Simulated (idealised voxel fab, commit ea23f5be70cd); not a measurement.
process module | voxel transistor to metal
The cross-section shown here is cut; it is 205 nm wide and divided into square cells measuring 5 nm on a side.
Just so we're on the same page, the cross-sections are grids of square cells, and they're listed out in bands top to bottom, each band one or more rows deep.
Band entry format. Leading values: height of top, height of bottom, nm. Remainder: materials in left-to-right order, each with its width in nm. Special words: "edge to edge" on a single material, which then fills the band edge to edge; "air", empty space.
Height 0 is the level under which the wafer as received is all one material. The lowest band goes on downwards, as in "top 0, no bottom".
The two numbers in a width such as "30 to 40" mark its ends across the band: the first belongs to the top row of cells, the second to the bottom row, and from each row to the next the width moves by the same amount.
When a step is marked "nothing altered", none of the cells in the cross-section changed during that step.
"Trapped cavities" enumerates empty spaces isolated from the top, with no open way to it, that contain at least 8 cells, giving each as width x height at distance from the left edge, all three in nm.
On a step's line, text after the settings is the simulator commenting on that step.
What "overlay nm" on a step's line means: if the step has a mask, that mask lay this far to the right of its planned place, or, when the value is negative, to the left.
Steps planned for the process
1 RECEIVE (material Si)
2 CONFORMAL_DEP (material SiO2; thk nm 5)
3 CONFORMAL_DEP (material SiN; thk nm 10)
4 DIRECTIONAL_DEP (material aC; thk nm 10)
5 PATTERN (tone cover; mask id ACTIVE; material resist; width nm 120; thk nm 30; overlay nm 0)
6 DIRECTIONAL_ETCH (etch materials aC; depth nm 10)
7 STRIP (etch materials resist)
8 DIRECTIONAL_ETCH (etch materials SiN; depth nm 10)
9 DIRECTIONAL_ETCH (etch materials SiO2; depth nm 5)
10 DIRECTIONAL_ETCH (etch materials Si; depth nm 30)
11 STRIP (etch materials aC)
12 FILL_DEP (material SiO2; thk nm 10)
13 CMP (height nm 15)
14 SELECTIVE_ETCH (etch materials SiO2; depth nm 5)
15 STRIP (etch materials SiN)
16 SELECTIVE_ETCH (etch materials SiO2; depth nm 5)
17 OXIDIZE (depth nm 5)
18 DIRECTIONAL_DEP (material polySi; thk nm 30)
19 DIRECTIONAL_DEP (material SiCN; thk nm 15)
20 MASKED_ETCH (tone cover; mask id GATE; width nm 20; etch materials SiCN; depth nm 25; overlay nm 0)
21 MASKED_ETCH (tone cover; mask id GATE; width nm 20; etch materials polySi; depth nm 40; overlay nm 0)
22 CONFORMAL_DEP (material SiN; thk nm 5)
23 DIRECTIONAL_ETCH (etch materials SiN; depth nm 5)
24 DIRECTIONAL_ETCH (etch materials SiO2; depth nm 5)
25 DIRECTIONAL_ETCH (etch materials Si; depth nm 5)
26 EPI (material SiGe; thk nm 10)
27 FILL_DEP (material SiO2; thk nm 5)
28 CMP (height nm 45)
29 DIRECTIONAL_DEP (material SiO2; thk nm 10)
30 PATTERN (tone open; mask id CONTACT; material resist; width nm 20; pitch nm 80; thk nm 20; overlay nm 0)
31 DIRECTIONAL_ETCH (etch materials SiO2; depth nm 55)
32 STRIP (etch materials resist)
33 CONFORMAL_DEP (material TiN; thk nm 5)
34 FILL_DEP (material W; thk nm 10)
35 CMP (height nm 55)
36 DIRECTIONAL_DEP (material TiN; thk nm 5)
37 DIRECTIONAL_DEP (material W; thk nm 15)
38 DIRECTIONAL_DEP (material aC; thk nm 10)
39 PATTERN (tone cover; mask id METAL_1; material resist; width nm 20; pitch nm 80; thk nm 30; overlay nm 0)
40 DIRECTIONAL_ETCH (etch materials aC; depth nm 10)
41 STRIP (etch materials resist)
42 DIRECTIONAL_ETCH (etch materials W; depth nm 15)
43 DIRECTIONAL_ETCH (etch materials TiN; depth nm 5)
44 STRIP (etch materials aC)
45 CONFORMAL_DEP (material SiN; thk nm 5)
46 FILL_DEP (material SiO2; thk nm 10)
47 CMP (height nm 75)
48 CONFORMAL_DEP (material SiCN; thk nm 5)
49 DIRECTIONAL_DEP (material SiO2; thk nm 30)
50 MASKED_ETCH (tone open; mask id METAL_2_HOLES; width nm 15; pitch nm 80; etch materials SiO2; depth nm 30; overlay nm 0)
51 PATTERN (tone open; mask id METAL_2; material resist; width nm 20; pitch nm 80; thk nm 15; overlay nm 0)
52 DIRECTIONAL_ETCH (etch materials SiO2; depth nm 20)
53 DIRECTIONAL_ETCH (etch materials SiCN; depth nm 5)
54 STRIP (etch materials resist)
55 CONFORMAL_DEP (material TiN; thk nm 5)
56 FILL_DEP (material Cu; thk nm 5)
57 CMP (height nm 110)
58 CONFORMAL_DEP (material SiCN; thk nm 5)
As-received wafer cross-section (after step 1)
top 0, no bottom = Si edge to edge
Trapped cavities: none
As-planned run: cross-section of the first of two wafers at end of module
top 115, bottom 110 = SiCN edge to edge
top 110, bottom 95 = SiO2=50, TiN=5, Cu=10, TiN=5, SiO2=60, TiN=5, Cu=10, TiN=5, SiO2=55
top 95, bottom 90 = SiO2=50, TiN=5, Cu=5, TiN=10, SiO2=60, TiN=5, Cu=5, TiN=10, SiO2=55
top 90, bottom 80 = SiO2=50, TiN=5, Cu=5, TiN=5, SiO2=65, TiN=5, Cu=5, TiN=5, SiO2=60
top 80, bottom 75 = SiCN=50, TiN=15, SiCN=65, TiN=15, SiCN=60
top 75, bottom 60 = SiO2=45, SiN=5, W=20, SiN=5, SiO2=50, SiN=5, W=20, SiN=5, SiO2=50
top 60, bottom 55 = SiN=50, TiN=20, SiN=60, TiN=20, SiN=55
top 55, bottom 45 = SiO2=50, TiN=5, W=10, TiN=5, SiO2=60, TiN=5, W=10, TiN=5, SiO2=55
top 45, bottom 30 = SiO2=50, TiN=5, W=10, TiN=5, SiO2=15, SiN=5, SiCN=20, SiN=5, SiO2=15, TiN=5, W=10, TiN=5, SiO2=55
top 30, bottom 5 = SiO2=50, TiN=5, W=10, TiN=5, SiO2=15, SiN=5, polySi=20, SiN=5, SiO2=15, TiN=5, W=10, TiN=5, SiO2=55
top 5, bottom 0 = SiO2=35, SiN=5, SiO2=10, TiN=20, SiO2=5, SiGe=10, SiN=5, polySi=20, SiN=5, SiGe=10, SiO2=5, TiN=20, SiO2=10, SiN=5, SiO2=40
top 0, bottom -5 = SiO2=40, SiGe=45, SiO2=30, SiGe=45, SiO2=45
top -5, bottom -10 = SiO2=40, SiGe=45, Si=30, SiGe=45, SiO2=45
top -10, bottom -30 = SiO2=40, Si=120, SiO2=45
top -30, no bottom = Si edge to edge
Trapped cavities: none
This is the second of the two wafers, cross-sectioned at the end of the module; it started exactly like the first and was given the same plan, but it was run with one mistake
top 115, bottom 110 = SiCN edge to edge
top 110, bottom 95 = SiO2=50, TiN=5, Cu=10, TiN=5, SiO2=60, TiN=5, Cu=10, TiN=5, SiO2=55
top 95, bottom 90 = SiO2=50, TiN=5, Cu=5, TiN=10, SiO2=60, TiN=5, Cu=5, TiN=10, SiO2=55
top 90, bottom 80 = SiO2=50, TiN=5, Cu=5, TiN=5, SiO2=65, TiN=5, Cu=5, TiN=5, SiO2=60
top 80, bottom 75 = SiCN=50, TiN=15, SiCN=65, TiN=15, SiCN=60
top 75, bottom 60 = SiO2=45, SiN=5, W=20, SiN=5, SiO2=50, SiN=5, W=20, SiN=5, SiO2=50
top 60, bottom 55 = SiN=50, TiN=20, SiN=60, TiN=20, SiN=55
top 55, bottom 45 = SiO2=50, TiN=5, W=10, TiN=5, SiO2=60, TiN=5, W=10, TiN=5, SiO2=55
top 45, bottom 30 = SiO2=50, TiN=5, W=10, TiN=5, SiO2=15, SiN=5, SiCN=20, SiN=5, SiO2=15, TiN=5, W=10, TiN=5, SiO2=55
top 30, bottom 5 = SiO2=50, TiN=5, W=10, TiN=5, SiO2=15, SiN=5, polySi=20, SiN=5, SiO2=15, TiN=5, W=10, TiN=5, SiO2=55
top 5, bottom 0 = SiO2=35, SiN=5, SiO2=10, TiN=20, SiO2=5, SiGe=10, SiN=5, polySi=20, SiN=5, SiGe=10, SiO2=5, TiN=20, SiO2=10, SiN=5, SiO2=40
top 0, bottom -5 = SiO2=40, SiGe=45, SiO2=30, SiGe=45, SiO2=45
top -5, bottom -10 = SiO2=40, SiGe=45, Si=30, SiGe=45, SiO2=45
top -10, bottom -20 = SiO2=40, Si=120, SiO2=45
top -20, no bottom = Si edge to edge
Trapped cavities: none
Plan not followed: step 10 changed vs plan, executed as DIRECTIONAL_ETCH (etch materials Si; depth nm 20)
Final wafer comparison in cells, second versus first, more or fewer per material: Si: 34 more; SiO2: 34 fewer
